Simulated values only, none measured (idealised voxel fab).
process module | voxel fin reveal
It is cross-section cut that appears here, measuring 245 nm in width, its square cells being 5 nm in size.
In what follows, cross-sections appear as grids of square cells, described through bands that run from the top down, where every band is one or more rows of cells. Per band: top height and bottom height in nm, followed by the left-to-right materials and their widths in nm; "full width" marks a single material spanning edge to edge, "blank" marks empty space. Heights are expressed relative to 0, this being the level below which the as-received wafer comprises one material exclusively. The lowest band is unbounded in the downward direction and is denoted as in "top 0, no bottom". Width "30->40": first value at the band's top row of cells, second value at its bottom row, equal change from row to row. The cross-section has no changed cell in any step marked "nothing was modified". Enclosed voids (no open way to top), threshold 8 cells or more, entry "Unvented internal voids", notation width x height at distance, distance from left edge, nm. Where a step's line continues beyond its settings, the continuation is a remark by the simulator itself on that step. overlay nm: where the mask lay relative to plan, measured to the right, on steps with a mask; negatives go left.
**So here's the lineup of process steps we planned**
step 1: RECEIVE | material Si
step 2: CONFORMAL_DEP | material SiN | thk nm 10
step 3: MASKED_ETCH | tone cover | mask id FINS | width nm 15 | pitch nm 40 | etch materials SiN | depth nm 10 | overlay nm 0
step 4: MASKED_ETCH | tone cover | mask id FINS | width nm 15 | pitch nm 40 | etch materials Si | depth nm 35 | overlay nm 0
step 5: OXIDIZE | depth nm 5
step 6: FILL_DEP | material SiO2 | thk nm 15
step 7: CMP | height nm 10
step 8: SELECTIVE_ETCH | etch materials SiO2 | depth nm 30
step 9: STRIP | etch materials SiN
**Concerning the first of two wafers, which was run in accordance with the plan**
**As-received wafer cross-section (after step 1)**
	top 0, no bottom | Si full width
	Unvented internal voids: none
**The following cross-section depicts the wafer upon completion of step 2**
	top 10, bottom 0 | SiN full width
	Everything under 0 stays put, no change at all.
**The following cross-section depicts the wafer upon completion of step 3**
	top 10, bottom 0 | 95 nm blank | 15 nm SiN | 25 nm blank | 15 nm SiN | 95 nm blank
	Everything under 0 stays put, no change at all.
**The following cross-section depicts the wafer upon completion of step 4**
	top 10, bottom 0 | 95 nm blank | 15 nm SiN | 25 nm blank | 15 nm SiN | 95 nm blank
	top 0, bottom -35 | 95 nm blank | 15 nm Si | 25 nm blank | 15 nm Si | 95 nm blank
	Everything under -35 stays put, no change at all.
**The following cross-section depicts the wafer upon completion of step 5**
	top 10, bottom 0 | 95 nm blank | 15 nm SiN | 25 nm blank | 15 nm SiN | 95 nm blank
	top 0, bottom -35 | 95 nm blank | 5 nm SiO2 | 5 nm Si | 5 nm SiO2 | 25 nm blank | 5 nm SiO2 | 5 nm Si | 5 nm SiO2 | 95 nm blank
	top -35, bottom -40 | 100 nm SiO2 | 5 nm Si | 35 nm SiO2 | 5 nm Si | 100 nm SiO2
	Everything under -40 stays put, no change at all.
**The following cross-section depicts the wafer upon completion of step 6**
	top 25, bottom 10 | SiO2 full width
	top 10, bottom 0 | 95 nm SiO2 | 15 nm SiN | 25 nm SiO2 | 15 nm SiN | 95 nm SiO2
	top 0, bottom -40 | 100 nm SiO2 | 5 nm Si | 35 nm SiO2 | 5 nm Si | 100 nm SiO2
	Everything under -40 stays put, no change at all.
**The following cross-section depicts the wafer upon completion of step 7**
	top 10, bottom 0 | 95 nm SiO2 | 15 nm SiN | 25 nm SiO2 | 15 nm SiN | 95 nm SiO2
	Everything under 0 stays put, no change at all.
**The following cross-section depicts the wafer upon completion of step 8**
	top 10, bottom 0 | 95 nm blank | 15 nm SiN | 25 nm blank | 15 nm SiN | 95 nm blank
	top 0, bottom -20 | 100 nm blank | 5 nm Si | 35 nm blank | 5 nm Si | 100 nm blank
	Everything under -20 stays put, no change at all.
**The following cross-section depicts the wafer upon completion of step 9**
	top 0, bottom -20 | 100 nm blank | 5 nm Si | 35 nm blank | 5 nm Si | 100 nm blank
	Everything under -20 stays put, no change at all.
**Companion wafer, the second of two: same beginning, same intended sequence, one mistake in carrying it out; through step 3 inclusive it tracks the first exactly**
**Cross-section of the second wafer at the time by which step 4 should have been completed according to the plan**
	top 10, bottom 0 | 95 nm blank | 15 nm SiN | 25 nm blank | 15 nm SiN | 95 nm blank
	top 0, bottom -35 | 90 nm blank | 25 nm Si | 15 nm blank | 25 nm Si | 90 nm blank
	Everything under -35 stays put, no change at all.
**Cross-section of the second wafer at the time by which step 5 should have been completed according to the plan**
	top 10, bottom 0 | 95 nm blank | 15 nm SiN | 25 nm blank | 15 nm SiN | 95 nm blank
	top 0, bottom -5 | 90 nm blank | 10 nm SiO2 | 5 nm Si | 10 nm SiO2 | 15 nm blank | 10 nm SiO2 | 5 nm Si | 10 nm SiO2 | 90 nm blank
	top -5, bottom -35 | 90 nm blank | 5 nm SiO2 | 15 nm Si | 5 nm SiO2 | 15 nm blank | 5 nm SiO2 | 15 nm Si | 5 nm SiO2 | 90 nm blank
	top -35, bottom -40 | 95 nm SiO2 | 15 nm Si | 25 nm SiO2 | 15 nm Si | 95 nm SiO2
	Everything under -40 stays put, no change at all.
**Cross-section of the second wafer at the time by which step 6 should have been completed according to the plan**
	top 25, bottom 10 | SiO2 full width
	top 10, bottom 0 | 95 nm SiO2 | 15 nm SiN | 25 nm SiO2 | 15 nm SiN | 95 nm SiO2
	top 0, bottom -5 | 100 nm SiO2 | 5 nm Si | 35 nm SiO2 | 5 nm Si | 100 nm SiO2
	top -5, bottom -40 | 95 nm SiO2 | 15 nm Si | 25 nm SiO2 | 15 nm Si | 95 nm SiO2
	Everything under -40 stays put, no change at all.
**Cross-section of the second wafer at the time by which step 7 should have been completed according to the plan**
	top 10, bottom 0 | 95 nm SiO2 | 15 nm SiN | 25 nm SiO2 | 15 nm SiN | 95 nm SiO2
	Everything under 0 stays put, no change at all.
**Cross-section of the second wafer at the time by which step 8 should have been completed according to the plan**
	top 10, bottom 0 | 95 nm blank | 15 nm SiN | 25 nm blank | 15 nm SiN | 95 nm blank
	top 0, bottom -5 | 100 nm blank | 5 nm Si | 35 nm blank | 5 nm Si | 100 nm blank
	top -5, bottom -20 | 95 nm blank | 15 nm Si | 25 nm blank | 15 nm Si | 95 nm blank
	Everything under -20 stays put, no change at all.
**Cross-section of the second wafer at the time by which step 9 should have been completed according to the plan**
	top 0, bottom -5 | 100 nm blank | 5 nm Si | 35 nm blank | 5 nm Si | 100 nm blank
	Everything under -5 stays put, no change at all.
Error vs. plan: the process deviated at step 4: the operation and settings actually run there were MASKED_ETCH | tone cover | mask id FINS | width nm 25 | pitch nm 40 | etch materials Si | depth nm 35 | overlay nm 0
Final cells, second wafer relative to first, materials higher or lower: +28 Si; -16 SiO2
